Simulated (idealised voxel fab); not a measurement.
process module | voxel spacer lines
cross-section cut | 180 nm wide | cells 5 nm
A cross-section is a grid of square cells, given in bands from the top down. A band is one or more rows of cells.
Each band's line starts with the height of the band's top and of its bottom, in nm. Then come its materials from left to right, each with its width in nm. One material with "throughout" fills the band from edge to edge. "air" is empty space.
Height 0 is the level under which the wafer as received is all one material. The lowest band goes on downwards, as in "0 down".
A width such as "30 to 40" changes by the same amount from each row of cells to the next, from the band's top row to its bottom row.
"no change" after a step means that no cell of the cross-section changed.
closed voids: empty space of 8 cells or more with no open way to the top, each as width x height at its distance from the left edge, in nm
after a step's settings: what the simulator itself notes on the step
overlay nm, on a step with a mask: how far to the right of its planned place the mask lay; to the left if negative
plan
1 op RECEIVE | material Si
2 op CONFORMAL_DEP | material Al2O3 | thk nm 10
3 op DIRECTIONAL_DEP | material TiN | thk nm 10
4 op DIRECTIONAL_DEP | material aC | thk nm 30
5 op PATTERN | tone cover | mask id MANDREL | material resist | width nm 25 | pitch nm 70 | thk nm 35 | overlay nm 0
6 op DIRECTIONAL_ETCH | etch materials aC | depth nm 30
7 op STRIP | etch materials resist
8 op CONFORMAL_DEP | material SiN | thk nm 10
9 op DIRECTIONAL_ETCH | etch materials SiN | depth nm 10
10 op STRIP | etch materials aC
11 op DIRECTIONAL_ETCH | etch materials TiN | depth nm 10
12 op STRIP | etch materials SiN
13 op FILL_DEP | material lowk | thk nm 10
14 op CMP | height nm 20
as received, after step 1
  0 down: Si throughout
  closed voids: none
a wafer at the end: this start, this plan, one mistake
  20 to 15: lowk 30 | TiN 10 | lowk 25 | TiN 10 | lowk 25 | TiN 10 | lowk 25 | TiN 10 | lowk 35
  15 to 0: Al2O3 throughout
  0 down: Si throughout
  closed voids: none
what went wrong: step 2 ran as: op CONFORMAL_DEP | material Al2O3 | thk nm 15
